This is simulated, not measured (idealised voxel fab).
This section sets out a process module, namely voxel released beams.
It is cross-section cut that appears here, measuring 285 nm in width, its square cells being 5 nm in size.
Format of a cross-section: grid, square cells. Given as bands. Order: top down. Band: one or more rows of cells.
Top height, bottom height, nm. Materials left to right, width each, nm. Single material + "all across" = fills band edge to edge. "blank" = empty.
Below 0: as-received wafer, all one material; heights counted from there. Lowest band: no bottom, goes on down, written "0 -> down".
Width "30->40": first value at the band's top row of cells, second value at its bottom row, equal change from row to row.
Step note "no change" = no cross-section cell changed.
"Enclosed internal voids" lists enclosed empty spaces (at least 8 cells, no open path upward to the top), each as width x height at distance from the left edge, in nm.
Anything after a step's settings on that line? It's the simulator's own note about the step.
When a step includes a mask, the "overlay nm" setting on its line states how far to the right of its planned place that mask lay, and negative values state how far to the left.
**Steps in the process plan**
| 1 | op RECEIVE | material Si |
| 2 | op CONFORMAL_DEP | material SiN | thk nm 5 |
| 3 | op DIRECTIONAL_DEP | material SiO2 | thk nm 10 |
| 4 | op PATTERN | tone open | mask id ANCHOR | material resist | width nm 35 | thk nm 15 | overlay nm 0 |
| 5 | op DIRECTIONAL_ETCH | etch materials SiO2 | depth nm 10 |
| 6 | op STRIP | etch materials resist |
| 7 | op CONFORMAL_DEP | material polySi | thk nm 15 |
| 8 | op DIRECTIONAL_DEP | material aC | thk nm 10 |
| 9 | op PATTERN | tone cover | mask id BEAM | material resist | width nm 115 | thk nm 25 | overlay nm 0 |
| 10 | op DIRECTIONAL_ETCH | etch materials aC | depth nm 10 |
| 11 | op STRIP | etch materials resist |
| 12 | op DIRECTIONAL_ETCH | etch materials polySi | depth nm 15 |
| 13 | op STRIP | etch materials aC |
| 14 | op STRIP | etch materials SiO2 |
**Cross-section of the wafer at receipt, which is the condition after step 1**
- 0 -> down = Si all across
- Enclosed internal voids: none
**Look at the cross-section after the module: the wafer started out the way shown above and the plan was the one shown above, yet one mistake was made along the way**
- 30 -> 20 = 85 blank, 15 polySi, 5 blank, 95 polySi, 85 blank
- 20 -> 15 = 85 blank, 115 polySi, 85 blank
- 15 -> 5 = 85 blank, 35 polySi, 165 blank
- 5 -> 0 = SiN all across
- 0 -> down = Si all across
- Enclosed internal voids: none
It is concluded that the wafer was processed incorrectly with respect to the plan, in that rather than as planned, step 9 actually ran as op PATTERN | tone cover | mask id BEAM | material resist | width nm 115 | thk nm 25 | overlay nm 5
